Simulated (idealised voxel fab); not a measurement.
Process module heading - voxel trench capacitor
The figure presents cross-section cut, which has a width of 245 nm and is divided into square cells with an edge length of 5 nm.
In this document a cross-section is written as a grid of square cells. It is given as a series of bands, listed from the top down, and a band is one or more rows of cells. The band entry comprises the height of the band's top followed by the height of its bottom, expressed in nm, and subsequently the band's materials from left to right, each stated together with its width in nm. Where a single material is marked with the word "full width", that material fills the band from edge to edge. The word "empty" represents empty space. Height reference: 0 = level under which incoming wafer is all one material. Lowest band: no bottom, runs on downward, e.g. "0 nm and below". Note: "30->40" means the width goes from the first number (top row of the band) to the second number (bottom row) in equal steps per row of cells. When a step is marked "no alteration", none of the cells in the cross-section changed during that step. "Cavities, closed" enumerates empty spaces isolated from the top, with no open way to it, that contain at least 8 cells, giving each as width x height at distance from the left edge, all three in nm. If you see something after the settings on a step's line, that's the simulator's own remark about that step. What "overlay nm" on a step's line means: if the step has a mask, that mask lay this far to the right of its planned place, or, when the value is negative, to the left.

## Set out below are the planned steps of the process
1) RECEIVE [material Si]
2) CONFORMAL_DEP [material SiN] [thk nm 10]
3) DIRECTIONAL_DEP [material aC] [thk nm 15]
4) PATTERN [tone open] [mask id TRENCH] [material resist] [width nm 20] [pitch nm 40] [thk nm 35] [overlay nm 0]
5) DIRECTIONAL_ETCH [etch materials aC] [depth nm 15]
6) STRIP [etch materials resist]
7) DIRECTIONAL_ETCH [etch materials SiN] [depth nm 10]
8) DIRECTIONAL_ETCH [etch materials Si] [depth nm 30]
9) STRIP [etch materials aC]
10) CONFORMAL_DEP [material Al2O3] [thk nm 5]
11) FILL_DEP [material polySi] [thk nm 10]
12) CMP [height nm 10]

## first wafer, as planned

## Cross-section of the incoming wafer, state after step 1
    0 nm and below | Si full width
    Cavities, closed: none

## Upon completion of step 2, the wafer appears in cross-section as shown
    10 nm to 0 nm | SiN full width
    No changes below 0.

## Upon completion of step 3, the wafer appears in cross-section as shown
    25 nm to 10 nm | aC full width
    No changes below 10.

## Upon completion of step 4, the wafer appears in cross-section as shown
    60 nm to 25 nm | 90 resist  20 empty  20 resist  20 empty  95 resist
    No changes below 25.

## Upon completion of step 5, the wafer appears in cross-section as shown
    45 nm to 25 nm | 90 resist  20 empty  20 resist  20 empty  95 resist
    25 nm to 10 nm | 90 aC  20 empty  20 aC  20 empty  95 aC
    No changes below 10.

## Upon completion of step 6, the wafer appears in cross-section as shown
    25 nm to 10 nm | 90 aC  20 empty  20 aC  20 empty  95 aC
    No changes below 10.

## Upon completion of step 7, the wafer appears in cross-section as shown
    25 nm to 10 nm | 90 aC  20 empty  20 aC  20 empty  95 aC
    10 nm to 0 nm | 90 SiN  20 empty  20 SiN  20 empty  95 SiN
    No changes below 0.

## Upon completion of step 8, the wafer appears in cross-section as shown
    25 nm to 10 nm | 90 aC  20 empty  20 aC  20 empty  95 aC
    10 nm to 0 nm | 90 SiN  20 empty  20 SiN  20 empty  95 SiN
    0 nm to -30 nm | 90 Si  20 empty  20 Si  20 empty  95 Si
    No changes below -30.

## Upon completion of step 9, the wafer appears in cross-section as shown
    10 nm to 0 nm | 90 SiN  20 empty  20 SiN  20 empty  95 SiN
    No changes below 0.

## Upon completion of step 10, the wafer appears in cross-section as shown
    15 nm to 10 nm | 95 Al2O3  10 empty  30 Al2O3  10 empty  100 Al2O3
    10 nm to 0 nm | 90 SiN  5 Al2O3  10 empty  5 Al2O3  20 SiN  5 Al2O3  10 empty  5 Al2O3  95 SiN
    0 nm to -25 nm | 90 Si  5 Al2O3  10 empty  5 Al2O3  20 Si  5 Al2O3  10 empty  5 Al2O3  95 Si
    -25 nm to -30 nm | 90 Si  20 Al2O3  20 Si  20 Al2O3  95 Si
    No changes below -30.

## Upon completion of step 11, the wafer appears in cross-section as shown
    25 nm to 15 nm | polySi full width
    15 nm to 10 nm | 95 Al2O3  10 polySi  30 Al2O3  10 polySi  100 Al2O3
    10 nm to 0 nm | 90 SiN  5 Al2O3  10 polySi  5 Al2O3  20 SiN  5 Al2O3  10 polySi  5 Al2O3  95 SiN
    0 nm to -25 nm | 90 Si  5 Al2O3  10 polySi  5 Al2O3  20 Si  5 Al2O3  10 polySi  5 Al2O3  95 Si
    No changes below -25.

## Upon completion of step 12, the wafer appears in cross-section as shown
    10 nm to 0 nm | 90 SiN  5 Al2O3  10 polySi  5 Al2O3  20 SiN  5 Al2O3  10 polySi  5 Al2O3  95 SiN
    No changes below 0.

## The second wafer began exactly as the first did and followed the same plan, but one mistake was made while running it; through step 11 inclusive, the two wafers are identical

Second wafer: cross-section at the scheduled end of step 12: no alteration
Run error: not run: step 12 of the plan (skipped)
Final wafer comparison in cells, second versus first, more or fewer per material: Al2O3: 45 more | polySi: 102 more
